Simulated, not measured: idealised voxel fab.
The name of this process module is voxel transistor to metal.
Cross-sectional view cut (width: 140 nm; square cell size: 5 nm).
The cross-sections in this document take the form of a grid made of square cells. They are written out as bands, in order from top to bottom. Each band consists of one or more rows of cells.
Look at the band entry: it leads with the top's height and the bottom's height in nm. Then it lists the materials left to right, with a width in nm for each. The word "throughout" on a single material says that material fills the band edge to edge. The word "empty" is empty space.
Where do heights start? At 0: under that level the wafer as delivered is made of one material only. And the lowest band has no floor; it just carries on downward, as in "0 -> down".
So if you see something like "30 to 40" for the width, read it as the top row of the band sitting at the first number and the bottom row at the second, with every row in between moving by the same amount as the last.
No cell of the cross-section changed in a step that is given as "left unchanged".
In "Entrapped void list" the enclosed voids are listed, meaning empty spaces of 8 cells or larger without any opening to the top. The form is width x height at distance, distance from the left edge, units nm.
after a step's settings: what the simulator itself notes on the step
"overlay nm" on a masked step: distance the mask lay right of its planned place, negative for left.
Pairs from here to the end. Each: cross-section before one process step, cross-section after it, the latter only as far down as the lowest band that changed. Under each: the step between, and its settings. Mind that the pairs may be taken from different runs of this module on the same starting wafer; whether a pair continues from the pair above depends on its entry headed "Snapshot before", and it does only where that entry says so.
Snapshot before:
	45 -> 40 = SiCN=10 | empty=115 | SiCN=15
	40 -> 30 = SiCN throughout
	30 -> 25 = polySi=10 | SiCN=115 | polySi=15
	25 -> 0 = polySi throughout
	0 -> -5 = SiO2=10 | polySi=115 | SiO2=15
	-5 -> -10 = SiO2 throughout
	-10 -> -30 = SiO2=20 | Si=95 | SiO2=25
	-30 -> down = Si throughout
	Entrapped void list: none
After the Step:
	65 -> 45 = resist=55 | empty=25 | resist=60
	45 -> 40 = SiCN=10 | resist=45 | empty=25 | resist=45 | SiCN=15
	All layers under 40 are left as they were.
	Entrapped void list: none
The before and after cross-sections above are linked by op PATTERN | tone open | mask id GATE | material resist | width nm 25 | thk nm 20 | overlay nm 0
Snapshot before: the after view from the pair directly above serves as the before view here.
After the Step:
	65 -> 45 = resist=55 | empty=25 | resist=60
	45 -> 40 = SiCN=10 | resist=45 | empty=25 | resist=45 | SiCN=15
	40 -> 30 = SiCN=55 | empty=25 | SiCN=60
	30 -> 25 = polySi=10 | SiCN=45 | empty=25 | SiCN=45 | polySi=15
	All layers under 25 are left as they were.
	Entrapped void list: none
The before and after cross-sections above are linked by op DIRECTIONAL_ETCH | etch materials SiCN | depth nm 25
Snapshot before: the after view from the pair directly above serves as the before view here.
After the Step:
	65 -> 45 = resist=55 | empty=25 | resist=60
	45 -> 40 = SiCN=10 | resist=45 | empty=25 | resist=45 | SiCN=15
	40 -> 30 = SiCN=55 | empty=25 | SiCN=60
	30 -> 25 = polySi=10 | SiCN=45 | empty=25 | SiCN=45 | polySi=15
	25 -> 0 = polySi=55 | empty=25 | polySi=60
	0 -> -5 = SiO2=10 | polySi=45 | empty=25 | polySi=45 | SiO2=15
	All layers under -5 are left as they were.
	Entrapped void list: none
The before and after cross-sections above are linked by op DIRECTIONAL_ETCH | etch materials polySi | depth nm 40
Snapshot before: the after view from the pair directly above serves as the before view here.
After the Step:
	45 -> 40 = SiCN=10 | empty=115 | SiCN=15
	All layers under 40 are left as they were.
	Entrapped void list: none
The before and after cross-sections above are linked by op STRIP | etch materials resist
Snapshot before: the after view from the pair directly above serves as the before view here.
After the Step:
	50 -> 45 = SiN=15 | empty=105 | SiN=20
	45 -> 40 = SiCN=10 | SiN=50 | empty=15 | SiN=50 | SiCN=15
	40 -> 30 = SiCN=55 | SiN=5 | empty=15 | SiN=5 | SiCN=60
	30 -> 25 = polySi=10 | SiCN=45 | SiN=5 | empty=15 | SiN=5 | SiCN=45 | polySi=15
	25 -> 0 = polySi=55 | SiN=5 | empty=15 | SiN=5 | polySi=60
	0 -> -5 = SiO2=10 | polySi=45 | SiN=25 | polySi=45 | SiO2=15
	All layers under -5 are left as they were.
	Entrapped void list: none
The before and after cross-sections above are linked by op CONFORMAL_DEP | material SiN | thk nm 5
Snapshot before: the after view from the pair directly above serves as the before view here.
After the Step:
	45 -> 40 = SiCN=10 | SiN=5 | empty=105 | SiN=5 | SiCN=15
	40 -> 30 = SiCN=55 | SiN=5 | empty=15 | SiN=5 | SiCN=60
	30 -> 25 = polySi=10 | SiCN=45 | SiN=5 | empty=15 | SiN=5 | SiCN=45 | polySi=15
	25 -> 0 = polySi=55 | SiN=5 | empty=15 | SiN=5 | polySi=60
	0 -> -5 = SiO2=10 | polySi=45 | SiN=5 | empty=15 | SiN=5 | polySi=45 | SiO2=15
	All layers under -5 are left as they were.
	Entrapped void list: none
The before and after cross-sections above are linked by op DIRECTIONAL_ETCH | etch materials SiN | depth nm 5
Snapshot before: the after view from the pair directly above serves as the before view here.
After the Step:
	45 -> 40 = SiCN=10 | SiN=5 | empty=105 | SiN=5 | SiCN=15
	40 -> 30 = SiCN=55 | SiN=5 | empty=15 | SiN=5 | SiCN=60
	30 -> 25 = polySi=10 | SiCN=45 | SiN=5 | empty=15 | SiN=5 | SiCN=45 | polySi=15
	25 -> 0 = polySi=55 | SiN=5 | empty=15 | SiN=5 | polySi=60
	0 -> -5 = SiO2=10 | polySi=45 | SiN=5 | empty=15 | SiN=5 | polySi=45 | SiO2=15
	-5 -> -10 = SiO2=60 | empty=15 | SiO2=65
	All layers under -10 are left as they were.
	Entrapped void list: none
The before and after cross-sections above are linked by op DIRECTIONAL_ETCH | etch materials SiO2 | depth nm 5
Snapshot before: the after view from the pair directly above serves as the before view here.
After the Step:
	45 -> 40 = SiCN=10 | SiN=5 | empty=105 | SiN=5 | SiCN=15
	40 -> 30 = SiCN=55 | SiN=5 | empty=15 | SiN=5 | SiCN=60
	30 -> 25 = polySi=10 | SiCN=45 | SiN=5 | empty=15 | SiN=5 | SiCN=45 | polySi=15
	25 -> 0 = polySi=55 | SiN=5 | empty=15 | SiN=5 | polySi=60
	0 -> -5 = SiO2=10 | polySi=45 | SiN=5 | empty=15 | SiN=5 | polySi=45 | SiO2=15
	-5 -> -10 = SiO2=60 | empty=15 | SiO2=65
	-10 -> -25 = SiO2=20 | Si=40 | empty=15 | Si=40 | SiO2=25
	All layers under -25 are left as they were.
	Entrapped void list: none
The before and after cross-sections above are linked by op DIRECTIONAL_ETCH | etch materials Si | depth nm 15
Snapshot before: the after view from the pair directly above serves as the before view here.
After the Step:
	45 -> 40 = SiCN=10 | SiN=5 | empty=105 | SiN=5 | SiCN=15
	40 -> 30 = SiCN=55 | SiN=5 | empty=15 | SiN=5 | SiCN=60
	30 -> 25 = polySi=10 | SiCN=45 | SiN=5 | empty=15 | SiN=5 | SiCN=45 | polySi=15
	25 -> 5 = polySi=55 | SiN=5 | empty=15 | SiN=5 | polySi=60
	5 -> 0 = polySi=55 | SiN=5 | nSi=15 | SiN=5 | polySi=60
	0 -> -5 = SiO2=10 | polySi=45 | SiN=5 | nSi=15 | SiN=5 | polySi=45 | SiO2=15
	-5 -> -10 = SiO2=60 | nSi=15 | SiO2=65
	-10 -> -25 = SiO2=20 | Si=40 | nSi=15 | Si=40 | SiO2=25
	All layers under -25 are left as they were.
	Entrapped void list: none
The before and after cross-sections above are linked by op EPI | material nSi | thk nm 15
Snapshot before: the after view from the pair directly above serves as the before view here.
After the Step:
	50 -> 45 = SiO2 throughout
	45 -> 40 = SiCN=10 | SiN=5 | SiO2=105 | SiN=5 | SiCN=15
	40 -> 30 = SiCN=55 | SiN=5 | SiO2=15 | SiN=5 | SiCN=60
	30 -> 25 = polySi=10 | SiCN=45 | SiN=5 | SiO2=15 | SiN=5 | SiCN=45 | polySi=15
	25 -> 5 = polySi=55 | SiN=5 | SiO2=15 | SiN=5 | polySi=60
	All layers under 5 are left as they were.
	Entrapped void list: none
The before and after cross-sections above are linked by op FILL_DEP | material SiO2 | thk nm 5
Snapshot before: the after view from the pair directly above serves as the before view here.
After the Step:
	40 -> 30 = SiCN=55 | SiN=5 | SiO2=15 | SiN=5 | SiCN=60
	All layers under 30 are left as they were.
	Entrapped void list: none
The before and after cross-sections above are linked by op CMP | height nm 40
Snapshot before: the after view from the pair directly above serves as the before view here.
After the Step:
	50 -> 40 = SiO2 throughout
	All layers under 40 are left as they were.
	Entrapped void list: none
The before and after cross-sections above are linked by op DIRECTIONAL_DEP | material SiO2 | thk nm 10
Snapshot before: the after view from the pair directly above serves as the before view here.
After the Step:
	50 -> 40 = SiO2=20 | empty=20 | SiO2=55 | empty=20 | SiO2=25
	All layers under 40 are left as they were.
	Entrapped void list: none
The before and after cross-sections above are linked by op MASKED_ETCH | tone open | mask id CONTACT | width nm 20 | pitch nm 75 | etch materials SiO2 | depth nm 60 | overlay nm 0
Snapshot before: the after view from the pair directly above serves as the before view here.
After the Step:
	55 -> 50 = TiN=25 | empty=10 | TiN=65 | empty=10 | TiN=30
	50 -> 45 = SiO2=20 | TiN=5 | empty=10 | TiN=5 | SiO2=55 | TiN=5 | empty=10 | TiN=5 | SiO2=25
	45 -> 40 = SiO2=20 | TiN=20 | SiO2=55 | TiN=20 | SiO2=25
	All layers under 40 are left as they were.
	Entrapped void list: none
The before and after cross-sections above are linked by op CONFORMAL_DEP | material TiN | thk nm 5
Snapshot before: the after view from the pair directly above serves as the before view here.
After the Step:
	60 -> 55 = Ru throughout
	55 -> 50 = TiN=25 | Ru=10 | TiN=65 | Ru=10 | TiN=30
	50 -> 45 = SiO2=20 | TiN=5 | Ru=10 | TiN=5 | SiO2=55 | TiN=5 | Ru=10 | TiN=5 | SiO2=25
	All layers under 45 are left as they were.
	Entrapped void list: none
The before and after cross-sections above are linked by op FILL_DEP | material Ru | thk nm 5
Snapshot before: the after view from the pair directly above serves as the before view here.
After the Step:
	50 -> 45 = SiO2=20 | TiN=5 | Ru=10 | TiN=5 | SiO2=55 | TiN=5 | Ru=10 | TiN=5 | SiO2=25
	All layers under 45 are left as they were.
	Entrapped void list: none
The before and after cross-sections above are linked by op CMP | height nm 50
Snapshot before: the after view from the pair directly above serves as the before view here.
After the Step:
	55 -> 50 = TiN throughout
	All layers under 50 are left as they were.
	Entrapped void list: none
The before and after cross-sections above are linked by op DIRECTIONAL_DEP | material TiN | thk nm 5
Snapshot before: the after view from the pair directly above serves as the before view here.
After the Step:
	75 -> 55 = Ru throughout
	All layers under 55 are left as they were.
	Entrapped void list: none
The before and after cross-sections above are linked by op DIRECTIONAL_DEP | material Ru | thk nm 20
Snapshot before: the after view from the pair directly above serves as the before view here.
After the Step:
	90 -> 75 = aC throughout
	All layers under 75 are left as they were.
	Entrapped void list: none
The before and after cross-sections above are linked by op DIRECTIONAL_DEP | material aC | thk nm 15
Snapshot before: the after view from the pair directly above serves as the before view here.
After the Step:
	125 -> 90 = empty=20 | resist=20 | empty=55 | resist=20 | empty=25
	All layers under 90 are left as they were.
	Entrapped void list: none
The before and after cross-sections above are linked by op PATTERN | tone cover | mask id METAL_1 | material resist | width nm 20 | pitch nm 75 | thk nm 35 | overlay nm 0
Snapshot before: the after view from the pair directly above serves as the before view here.
After the Step:
	110 -> 90 = empty=20 | resist=20 | empty=55 | resist=20 | empty=25
	90 -> 75 = empty=20 | aC=20 | empty=55 | aC=20 | empty=25
	All layers under 75 are left as they were.
	Entrapped void list: none
The before and after cross-sections above are linked by op DIRECTIONAL_ETCH | etch materials aC | depth nm 15
Snapshot before: the after view from the pair directly above serves as the before view here.
After the Step:
	90 -> 75 = empty=20 | aC=20 | empty=55 | aC=20 | empty=25
	All layers under 75 are left as they were.
	Entrapped void list: none
The before and after cross-sections above are linked by op STRIP | etch materials resist
Snapshot before: the after view from the pair directly above serves as the before view here.
After the Step:
	90 -> 75 = empty=20 | aC=20 | empty=55 | aC=20 | empty=25
	75 -> 55 = empty=20 | Ru=20 | empty=55 | Ru=20 | empty=25
	All layers under 55 are left as they were.
	Entrapped void list: none
The before and after cross-sections above are linked by op DIRECTIONAL_ETCH | etch materials Ru | depth nm 20
Snapshot before: the after view from the pair directly above serves as the before view here.
After the Step:
	90 -> 75 = empty=20 | aC=20 | empty=55 | aC=20 | empty=25
	75 -> 55 = empty=20 | Ru=20 | empty=55 | Ru=20 | empty=25
	55 -> 50 = empty=20 | TiN=20 | empty=55 | TiN=20 | empty=25
	All layers under 50 are left as they were.
	Entrapped void list: none
The before and after cross-sections above are linked by op DIRECTIONAL_ETCH | etch materials TiN | depth nm 5
Snapshot before: the after view from the pair directly above serves as the before view here.
After the Step:
	75 -> 55 = empty=20 | Ru=20 | empty=55 | Ru=20 | empty=25
	All layers under 55 are left as they were.
	Entrapped void list: none
The before and after cross-sections above are linked by op STRIP | etch materials aC
Snapshot before: the after view from the pair directly above serves as the before view here.
After the Step:
	80 -> 75 = empty=15 | SiCN=30 | empty=45 | SiCN=30 | empty=20
	75 -> 55 = empty=15 | SiCN=5 | Ru=20 | SiCN=5 | empty=45 | SiCN=5 | Ru=20 | SiCN=5 | empty=20
	55 -> 50 = SiCN=20 | TiN=20 | SiCN=55 | TiN=20 | SiCN=25
	All layers under 50 are left as they were.
	Entrapped void list: none
The before and after cross-sections above are linked by op CONFORMAL_DEP | material SiCN | thk nm 5
Snapshot before: the after view from the pair directly above serves as the before view here.
After the Step:
	90 -> 80 = lowk throughout
	80 -> 75 = lowk=15 | SiCN=30 | lowk=45 | SiCN=30 | lowk=20
	75 -> 55 = lowk=15 | SiCN=5 | Ru=20 | SiCN=5 | lowk=45 | SiCN=5 | Ru=20 | SiCN=5 | lowk=20
	All layers under 55 are left as they were.
	Entrapped void list: none
The before and after cross-sections above are linked by op FILL_DEP | material lowk | thk nm 10
Snapshot before: the after view from the pair directly above serves as the before view here.
After the Step:
	75 -> 55 = lowk=15 | SiCN=5 | Ru=20 | SiCN=5 | lowk=45 | SiCN=5 | Ru=20 | SiCN=5 | lowk=20
	All layers under 55 are left as they were.
	Entrapped void list: none
The before and after cross-sections above are linked by op CMP | height nm 75
Snapshot before: the after view from the pair directly above serves as the before view here.
After the Step:
	80 -> 75 = SiN throughout
	All layers under 75 are left as they were.
	Entrapped void list: none
The before and after cross-sections above are linked by op CONFORMAL_DEP | material SiN | thk nm 5
